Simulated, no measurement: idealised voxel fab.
Process module under the name voxel self aligned vias
Pictured: cross-section cut, 285 nm wide, on a grid of 5 nm square cells.
This document writes a cross-section as a grid whose cells are square, and gives it as bands, listed from the top down; one or more rows of cells form a band.
Top, bottom (nm), then materials left to right with widths (nm); lone material tagged "edge to edge" fills the whole band edge to edge; "air" = empty space.
Below 0: as-received wafer, all one material; heights counted from there. Lowest band: no bottom, goes on down, written "top 0, no bottom".
Width: "30->40" (first number = top row, second number = bottom row, same change from row to row of cells).
No cell of the cross-section changed in a step that is given as "no change".
"Unvented internal voids": empty spaces of 8 cells or more with no open way to the top, each given as width x height at distance, distance from the left edge, all in nm.
Whatever follows a step's settings on its line is a remark the simulator itself makes about that step.
On any step carrying a mask, the "overlay nm" setting, if present on the step's line, tells how far right of its planned place the mask lay; negative values point to the left.
## plan
1. RECEIVE: material Si
2. CONFORMAL_DEP: material SiO2, thk nm 10
3. CONFORMAL_DEP: material SiCN, thk nm 5
4. DIRECTIONAL_DEP: material lowk, thk nm 20
5. MASKED_ETCH: tone open, mask id LINES, width nm 25, pitch nm 55, etch materials lowk, depth nm 20, overlay nm 0
6. CONFORMAL_DEP: material TiN, thk nm 5
7. FILL_DEP: material Ru, thk nm 10
8. CMP: height nm 35
9. SELECTIVE_ETCH: etch materials W Ru TiN, depth nm 5
10. FILL_DEP: material SiN, thk nm 10
11. CMP: height nm 35
12. DIRECTIONAL_DEP: material lowk, thk nm 20
13. PATTERN: tone open, mask id VIAS, material resist, width nm 35, pitch nm 110, thk nm 20, overlay nm 0
14. DIRECTIONAL_ETCH: etch materials lowk, depth nm 20
15. DIRECTIONAL_ETCH: etch materials SiN, depth nm 5
16. STRIP: etch materials resist
17. CONFORMAL_DEP: material TiN, thk nm 5
18. FILL_DEP: material W, thk nm 5
19. CMP: height nm 55
20. CONFORMAL_DEP: material SiN, thk nm 5
## First wafer out of two, processed as planned
## Incoming wafer in cross-section (state: after step 1)
- top 0, no bottom  Si edge to edge
- Unvented internal voids: none
## Cross-section of the wafer subsequent to step 2
- top 10, bottom 0  SiO2 edge to edge
- Nothing below the height 0 has changed.
## Cross-section of the wafer subsequent to step 3
- top 15, bottom 10  SiCN edge to edge
- Nothing below the height 10 has changed.
## Cross-section of the wafer subsequent to step 4
- top 35, bottom 15  lowk edge to edge
- Nothing below the height 15 has changed.
## Cross-section of the wafer subsequent to step 5
- top 35, bottom 15  lowk: 75, then air: 25, then lowk: 30, then air: 25, then lowk: 30, then air: 25, then lowk: 75
- Nothing below the height 15 has changed.
## Cross-section of the wafer subsequent to step 6
- top 40, bottom 35  TiN: 80, then air: 15, then TiN: 40, then air: 15, then TiN: 40, then air: 15, then TiN: 80
- top 35, bottom 20  lowk: 75, then TiN: 5, then air: 15, then TiN: 5, then lowk: 30, then TiN: 5, then air: 15, then TiN: 5, then lowk: 30, then TiN: 5, then air: 15, then TiN: 5, then lowk: 75
- top 20, bottom 15  lowk: 75, then TiN: 25, then lowk: 30, then TiN: 25, then lowk: 30, then TiN: 25, then lowk: 75
- Nothing below the height 15 has changed.
## Cross-section of the wafer subsequent to step 7
- top 50, bottom 40  Ru edge to edge
- top 40, bottom 35  TiN: 80, then Ru: 15, then TiN: 40, then Ru: 15, then TiN: 40, then Ru: 15, then TiN: 80
- top 35, bottom 20  lowk: 75, then TiN: 5, then Ru: 15, then TiN: 5, then lowk: 30, then TiN: 5, then Ru: 15, then TiN: 5, then lowk: 30, then TiN: 5, then Ru: 15, then TiN: 5, then lowk: 75
- Nothing below the height 20 has changed.
## Cross-section of the wafer subsequent to step 8
- top 35, bottom 20  lowk: 75, then TiN: 5, then Ru: 15, then TiN: 5, then lowk: 30, then TiN: 5, then Ru: 15, then TiN: 5, then lowk: 30, then TiN: 5, then Ru: 15, then TiN: 5, then lowk: 75
- Nothing below the height 20 has changed.
## Cross-section of the wafer subsequent to step 9
- top 35, bottom 30  lowk: 75, then air: 25, then lowk: 30, then air: 25, then lowk: 30, then air: 25, then lowk: 75
- Nothing below the height 30 has changed.
## Cross-section of the wafer subsequent to step 10
- top 45, bottom 35  SiN edge to edge
- top 35, bottom 30  lowk: 75, then SiN: 25, then lowk: 30, then SiN: 25, then lowk: 30, then SiN: 25, then lowk: 75
- Nothing below the height 30 has changed.
## Cross-section of the wafer subsequent to step 11
- top 35, bottom 30  lowk: 75, then SiN: 25, then lowk: 30, then SiN: 25, then lowk: 30, then SiN: 25, then lowk: 75
- Nothing below the height 30 has changed.
## Cross-section of the wafer subsequent to step 12
- top 55, bottom 35  lowk edge to edge
- Nothing below the height 35 has changed.
## Cross-section of the wafer subsequent to step 13
- top 75, bottom 55  resist: 70, then air: 35, then resist: 75, then air: 35, then resist: 70
- Nothing below the height 55 has changed.
## Cross-section of the wafer subsequent to step 14
- top 75, bottom 55  resist: 70, then air: 35, then resist: 75, then air: 35, then resist: 70
- top 55, bottom 35  lowk: 70, then air: 35, then lowk: 75, then air: 35, then lowk: 70
- Nothing below the height 35 has changed.
## Cross-section of the wafer subsequent to step 15
- top 75, bottom 55  resist: 70, then air: 35, then resist: 75, then air: 35, then resist: 70
- top 55, bottom 35  lowk: 70, then air: 35, then lowk: 75, then air: 35, then lowk: 70
- top 35, bottom 30  lowk: 75, then air: 25, then lowk: 30, then SiN: 25, then lowk: 30, then air: 25, then lowk: 75
- Nothing below the height 30 has changed.
## Cross-section of the wafer subsequent to step 16
- top 55, bottom 35  lowk: 70, then air: 35, then lowk: 75, then air: 35, then lowk: 70
- Nothing below the height 35 has changed.
## Cross-section of the wafer subsequent to step 17
- top 60, bottom 55  TiN: 75, then air: 25, then TiN: 85, then air: 25, then TiN: 75
- top 55, bottom 40  lowk: 70, then TiN: 5, then air: 25, then TiN: 5, then lowk: 75, then TiN: 5, then air: 25, then TiN: 5, then lowk: 70
- top 40, bottom 35  lowk: 70, then TiN: 10, then air: 15, then TiN: 10, then lowk: 75, then TiN: 10, then air: 15, then TiN: 10, then lowk: 70
- top 35, bottom 30  lowk: 75, then TiN: 25, then lowk: 30, then SiN: 25, then lowk: 30, then TiN: 25, then lowk: 75
- Nothing below the height 30 has changed.
## Cross-section of the wafer subsequent to step 18
- top 65, bottom 60  W edge to edge
- top 60, bottom 55  TiN: 75, then W: 25, then TiN: 85, then W: 25, then TiN: 75
- top 55, bottom 40  lowk: 70, then TiN: 5, then W: 25, then TiN: 5, then lowk: 75, then TiN: 5, then W: 25, then TiN: 5, then lowk: 70
- top 40, bottom 35  lowk: 70, then TiN: 10, then W: 15, then TiN: 10, then lowk: 75, then TiN: 10, then W: 15, then TiN: 10, then lowk: 70
- Nothing below the height 35 has changed.
## Cross-section of the wafer subsequent to step 19
- top 55, bottom 40  lowk: 70, then TiN: 5, then W: 25, then TiN: 5, then lowk: 75, then TiN: 5, then W: 25, then TiN: 5, then lowk: 70
- Nothing below the height 40 has changed.
## Cross-section of the wafer subsequent to step 20
- top 60, bottom 55  SiN edge to edge
- Nothing below the height 55 has changed.
## Wafer two: like wafer one in start and plan, but with one mistake in execution; identical up to and including step 4
## Look at the second wafer in cross-section at the time step 5 ought to have finished
- top 35, bottom 15  air: 75, then lowk: 25, then air: 30, then lowk: 25, then air: 30, then lowk: 25, then air: 75
- Nothing below the height 15 has changed.
## Look at the second wafer in cross-section at the time step 6 ought to have finished
- top 40, bottom 35  air: 70, then TiN: 35, then air: 20, then TiN: 35, then air: 20, then TiN: 35, then air: 70
- top 35, bottom 20  air: 70, then TiN: 5, then lowk: 25, then TiN: 5, then air: 20, then TiN: 5, then lowk: 25, then TiN: 5, then air: 20, then TiN: 5, then lowk: 25, then TiN: 5, then air: 70
- top 20, bottom 15  TiN: 75, then lowk: 25, then TiN: 30, then lowk: 25, then TiN: 30, then lowk: 25, then TiN: 75
- Nothing below the height 15 has changed.
## Look at the second wafer in cross-section at the time step 7 ought to have finished
- top 50, bottom 40  Ru edge to edge
- top 40, bottom 35  Ru: 70, then TiN: 35, then Ru: 20, then TiN: 35, then Ru: 20, then TiN: 35, then Ru: 70
- top 35, bottom 20  Ru: 70, then TiN: 5, then lowk: 25, then TiN: 5, then Ru: 20, then TiN: 5, then lowk: 25, then TiN: 5, then Ru: 20, then TiN: 5, then lowk: 25, then TiN: 5, then Ru: 70
- Nothing below the height 20 has changed.
## Look at the second wafer in cross-section at the time step 8 ought to have finished
- top 35, bottom 20  Ru: 70, then TiN: 5, then lowk: 25, then TiN: 5, then Ru: 20, then TiN: 5, then lowk: 25, then TiN: 5, then Ru: 20, then TiN: 5, then lowk: 25, then TiN: 5, then Ru: 70
- Nothing below the height 20 has changed.
## Look at the second wafer in cross-section at the time step 9 ought to have finished
- top 35, bottom 30  air: 75, then lowk: 25, then air: 30, then lowk: 25, then air: 30, then lowk: 25, then air: 75
- Nothing below the height 30 has changed.
## Look at the second wafer in cross-section at the time step 10 ought to have finished
- top 45, bottom 35  SiN edge to edge
- top 35, bottom 30  SiN: 75, then lowk: 25, then SiN: 30, then lowk: 25, then SiN: 30, then lowk: 25, then SiN: 75
- Nothing below the height 30 has changed.
## Look at the second wafer in cross-section at the time step 11 ought to have finished
- top 35, bottom 30  SiN: 75, then lowk: 25, then SiN: 30, then lowk: 25, then SiN: 30, then lowk: 25, then SiN: 75
- Nothing below the height 30 has changed.
## Look at the second wafer in cross-section at the time step 12 ought to have finished
- top 55, bottom 35  lowk edge to edge
- Nothing below the height 35 has changed.
## Look at the second wafer in cross-section at the time step 13 ought to have finished
- top 75, bottom 55  resist: 70, then air: 35, then resist: 75, then air: 35, then resist: 70
- Nothing below the height 55 has changed.
## Look at the second wafer in cross-section at the time step 14 ought to have finished
- top 75, bottom 55  resist: 70, then air: 35, then resist: 75, then air: 35, then resist: 70
- top 55, bottom 35  lowk: 70, then air: 35, then lowk: 75, then air: 35, then lowk: 70
- Nothing below the height 35 has changed.
## Look at the second wafer in cross-section at the time step 15 ought to have finished
- top 75, bottom 55  resist: 70, then air: 35, then resist: 75, then air: 35, then resist: 70
- top 55, bottom 35  lowk: 70, then air: 35, then lowk: 75, then air: 35, then lowk: 70
- top 35, bottom 30  SiN: 70, then air: 5, then lowk: 25, then air: 5, then SiN: 25, then lowk: 25, then SiN: 25, then air: 5, then lowk: 25, then air: 5, then SiN: 70
- Nothing below the height 30 has changed.
## Look at the second wafer in cross-section at the time step 16 ought to have finished
- top 55, bottom 35  lowk: 70, then air: 35, then lowk: 75, then air: 35, then lowk: 70
- Nothing below the height 35 has changed.
## Look at the second wafer in cross-section at the time step 17 ought to have finished
- top 60, bottom 55  TiN: 75, then air: 25, then TiN: 85, then air: 25, then TiN: 75
- top 55, bottom 40  lowk: 70, then TiN: 5, then air: 25, then TiN: 5, then lowk: 75, then TiN: 5, then air: 25, then TiN: 5, then lowk: 70
- top 40, bottom 35  lowk: 70, then TiN: 35, then lowk: 75, then TiN: 35, then lowk: 70
- top 35, bottom 30  SiN: 70, then TiN: 5, then lowk: 25, then TiN: 5, then SiN: 25, then lowk: 25, then SiN: 25, then TiN: 5, then lowk: 25, then TiN: 5, then SiN: 70
- Nothing below the height 30 has changed.
## Look at the second wafer in cross-section at the time step 18 ought to have finished
- top 65, bottom 60  W edge to edge
- top 60, bottom 55  TiN: 75, then W: 25, then TiN: 85, then W: 25, then TiN: 75
- top 55, bottom 40  lowk: 70, then TiN: 5, then W: 25, then TiN: 5, then lowk: 75, then TiN: 5, then W: 25, then TiN: 5, then lowk: 70
- Nothing below the height 40 has changed.
## Look at the second wafer in cross-section at the time step 19 ought to have finished
- top 55, bottom 40  lowk: 70, then TiN: 5, then W: 25, then TiN: 5, then lowk: 75, then TiN: 5, then W: 25, then TiN: 5, then lowk: 70
- Nothing below the height 40 has changed.
## Look at the second wafer in cross-section at the time step 20 ought to have finished
- top 60, bottom 55  SiN edge to edge
- Nothing below the height 55 has changed.
In executing the process, a mistake was made relative to the plan: off-plan run, step 5, actual operation and settings MASKED_ETCH: tone cover, mask id LINES, width nm 25, pitch nm 55, etch materials lowk, depth nm 20, overlay nm 0
The closing comparison, in cells, has the second wafer with more or fewer of some materials than the first: Ru: 54 more; SiN: 33 more; TiN: 27 more; W: 6 fewer; lowk: 108 fewer
